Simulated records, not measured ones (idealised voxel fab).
process module | voxel double patterning
cross-section cut | 200 nm wide | cells 5 nm
A cross-section is a grid of square cells, given in bands from the top down. A band is one or more rows of cells.
Each band's line starts with the height of the band's top and of its bottom, in nm. Then come its materials from left to right, each with its width in nm. One material with "throughout" fills the band from edge to edge. "air" is empty space.
Height 0 is the level under which the wafer as received is all one material. The lowest band goes on downwards, as in "0 down".
A width such as "30 to 40" changes by the same amount from each row of cells to the next, from the band's top row to its bottom row.
"no change" after a step means that no cell of the cross-section changed.
closed voids: empty space of 8 cells or more with no open way to the top, each as width x height at its distance from the left edge, in nm
after a step's settings: what the simulator itself notes on the step
overlay nm, on a step with a mask: how far to the right of its planned place the mask lay; to the left if negative
plan
1 op RECEIVE | material Si
2 op CONFORMAL_DEP | material SiO2 | thk nm 10
3 op DIRECTIONAL_DEP | material TiN | thk nm 20
4 op DIRECTIONAL_DEP | material SiN | thk nm 5
5 op MASKED_ETCH | tone open | mask id FIRST | width nm 15 | pitch nm 50 | etch materials SiN | depth nm 5 | overlay nm 0
6 op DIRECTIONAL_DEP | material aC | thk nm 15
7 op PATTERN | tone open | mask id SECOND | material resist | width nm 15 | thk nm 35 | overlay nm 0
8 op DIRECTIONAL_ETCH | etch materials aC | depth nm 15
9 op STRIP | etch materials resist
10 op DIRECTIONAL_ETCH | etch materials SiN | depth nm 5
11 op STRIP | etch materials aC
12 op DIRECTIONAL_ETCH | etch materials TiN | depth nm 20
13 op STRIP | etch materials SiN
as received, after step 1
  0 down: Si throughout
  closed voids: none
a wafer at the end: this start, this plan, one mistake
  20 to 0: TiN 65 | air 15 | TiN 10 | air 15 | TiN 10 | air 15 | TiN 70
  0 down: Si throughout
  closed voids: none
what went wrong: step 2 was left out
